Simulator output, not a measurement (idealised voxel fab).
Herein follows the process module entitled voxel transistor to metal.
It is cross-section cut that appears here, measuring 150 nm in width, its square cells being 5 nm in size.
Cross-section, as written here: a square-cell grid given band by band from the top down, where a band holds one or more rows of cells.
Top, bottom (nm), then materials left to right with widths (nm); lone material tagged "everywhere" fills the whole band edge to edge; "air" = empty space.
Zero point of the height axis is 0; under it, received wafer = one material. Lowest band: continues down indefinitely, "0 and below".
Note: "30->40" means the width goes from the first number (top row of the band) to the second number (bottom row) in equal steps per row of cells.
Key: "nothing altered" - step with no changed cell in the cross-section.
What "Enclosed cavity list" gives you is every empty space of 8 cells or more that is cut off from the top. Each appears as width x height at distance, with the distance taken from the left edge and width, height and distance all in nm.
Past the settings on a step's line: simulator remark, on that step.
overlay nm: where the mask lay relative to plan, measured to the right, on steps with a mask; negatives go left.

# Below is the list of planned process steps
step 1: RECEIVE: material Si
step 2: OXIDIZE: depth nm 5
step 3: CONFORMAL_DEP: material SiN, thk nm 15
step 4: PATTERN: tone cover, mask id ACTIVE, material resist, width nm 90, thk nm 20, overlay nm 0
step 5: DIRECTIONAL_ETCH: etch materials SiN, depth nm 15
step 6: DIRECTIONAL_ETCH: etch materials SiO2, depth nm 5
step 7: DIRECTIONAL_ETCH: etch materials Si, depth nm 25
step 8: STRIP: etch materials resist
step 9: FILL_DEP: material SiO2, thk nm 5
step 10: CMP: height nm 15
step 11: SELECTIVE_ETCH: etch materials SiO2, depth nm 15
step 12: STRIP: etch materials SiN
step 13: SELECTIVE_ETCH: etch materials SiO2, depth nm 5
step 14: OXIDIZE: depth nm 5
step 15: DIRECTIONAL_DEP: material polySi, thk nm 25
step 16: DIRECTIONAL_DEP: material SiCN, thk nm 15
step 17: MASKED_ETCH: tone cover, mask id GATE, width nm 20, etch materials SiCN, depth nm 25, overlay nm 0
step 18: MASKED_ETCH: tone cover, mask id GATE, width nm 20, etch materials polySi, depth nm 35, overlay nm 0
step 19: CONFORMAL_DEP: material SiN, thk nm 10
step 20: DIRECTIONAL_ETCH: etch materials SiN, depth nm 10
step 21: DIRECTIONAL_ETCH: etch materials SiO2, depth nm 5
step 22: DIRECTIONAL_ETCH: etch materials Si, depth nm 5
step 23: EPI: material SiGe, thk nm 10
step 24: FILL_DEP: material SiO2, thk nm 5
step 25: CMP: height nm 35
step 26: DIRECTIONAL_DEP: material SiO2, thk nm 15
step 27: PATTERN: tone open, mask id CONTACT, material resist, width nm 15, pitch nm 65, thk nm 20, overlay nm 0
step 28: DIRECTIONAL_ETCH: etch materials SiO2, depth nm 55
step 29: STRIP: etch materials resist
step 30: CONFORMAL_DEP: material TiN, thk nm 5
step 31: FILL_DEP: material W, thk nm 10
step 32: CMP: height nm 50
step 33: DIRECTIONAL_DEP: material TiN, thk nm 5
step 34: DIRECTIONAL_DEP: material Ru, thk nm 25
step 35: DIRECTIONAL_DEP: material aC, thk nm 10
step 36: PATTERN: tone cover, mask id METAL_1, material resist, width nm 15, pitch nm 65, thk nm 25, overlay nm 0
step 37: DIRECTIONAL_ETCH: etch materials aC, depth nm 10
step 38: STRIP: etch materials resist
step 39: DIRECTIONAL_ETCH: etch materials Ru, depth nm 25
step 40: DIRECTIONAL_ETCH: etch materials TiN, depth nm 5
step 41: STRIP: etch materials aC
step 42: CONFORMAL_DEP: material SiN, thk nm 5
step 43: FILL_DEP: material SiO2, thk nm 5
step 44: CMP: height nm 80
step 45: CONFORMAL_DEP: material SiCN, thk nm 5
step 46: DIRECTIONAL_DEP: material SiO2, thk nm 35
step 47: PATTERN: tone open, mask id METAL_2, material resist, width nm 15, pitch nm 65, thk nm 20, overlay nm 0
step 48: DIRECTIONAL_ETCH: etch materials SiO2, depth nm 20
step 49: STRIP: etch materials resist
step 50: PATTERN: tone open, mask id METAL_2_HOLES, material resist, width nm 15, pitch nm 65, thk nm 20, overlay nm 0
step 51: DIRECTIONAL_ETCH: etch materials SiO2, depth nm 15
step 52: DIRECTIONAL_ETCH: etch materials SiCN, depth nm 5
step 53: STRIP: etch materials resist
step 54: CONFORMAL_DEP: material TiN, thk nm 5
step 55: FILL_DEP: material Ru, thk nm 10
step 56: CMP: height nm 120
step 57: CONFORMAL_DEP: material SiN, thk nm 5

# So this is the incoming wafer in cross-section - it's already been through step 1
    0 and below = Si everywhere
    Enclosed cavity list: none

# Final cross-section, module run with one mistake (start and plan as above)
    125 down to 120 = SiN everywhere
    120 down to 85 = SiO2 35 / TiN 5 / Ru 5 / TiN 5 / SiO2 50 / TiN 5 / Ru 5 / TiN 5 / SiO2 35
    85 down to 80 = SiCN 35 / TiN 15 / SiCN 50 / TiN 15 / SiCN 35
    80 down to 55 = SiO2 30 / SiN 5 / Ru 15 / SiN 5 / SiO2 40 / SiN 5 / Ru 15 / SiN 5 / SiO2 30
    55 down to 50 = SiN 35 / TiN 15 / SiN 50 / TiN 15 / SiN 35
    50 down to 35 = SiO2 35 / TiN 5 / W 5 / TiN 5 / SiO2 50 / TiN 5 / W 5 / TiN 5 / SiO2 35
    35 down to 20 = SiO2 35 / TiN 5 / W 5 / TiN 5 / SiO2 5 / SiN 10 / SiCN 20 / SiN 10 / SiO2 5 / TiN 5 / W 5 / TiN 5 / SiO2 35
    20 down to 5 = SiO2 35 / TiN 5 / W 5 / TiN 5 / SiO2 5 / SiN 10 / polySi 20 / SiN 10 / SiO2 5 / TiN 5 / W 5 / TiN 5 / SiO2 35
    5 down to 0 = SiO2 35 / TiN 15 / SiO2 5 / SiN 10 / polySi 20 / SiN 10 / SiO2 5 / TiN 15 / SiO2 35
    0 down to -5 = SiO2 35 / TiN 10 / SiGe 10 / SiN 10 / polySi 20 / SiN 10 / SiGe 10 / TiN 10 / SiO2 35
    -5 down to -10 = SiO2 10 / SiN 20 / SiGe 25 / SiO2 40 / SiGe 25 / SiN 20 / SiO2 10
    -10 down to -15 = SiO2 10 / SiN 20 / SiO2 5 / SiGe 20 / Si 40 / SiGe 20 / SiO2 5 / SiN 20 / SiO2 10
    -15 down to -20 = SiO2 10 / SiN 20 / SiO2 5 / Si 80 / SiO2 5 / SiN 20 / SiO2 10
    -20 down to -30 = SiO2 35->30 / Si 80->90 / SiO2 35->30
    -30 and below = Si everywhere
    Enclosed cavity list: none
It is concluded that the wafer was processed incorrectly with respect to the plan, in that step 11 ran in the slot meant for step 12, and vice versa
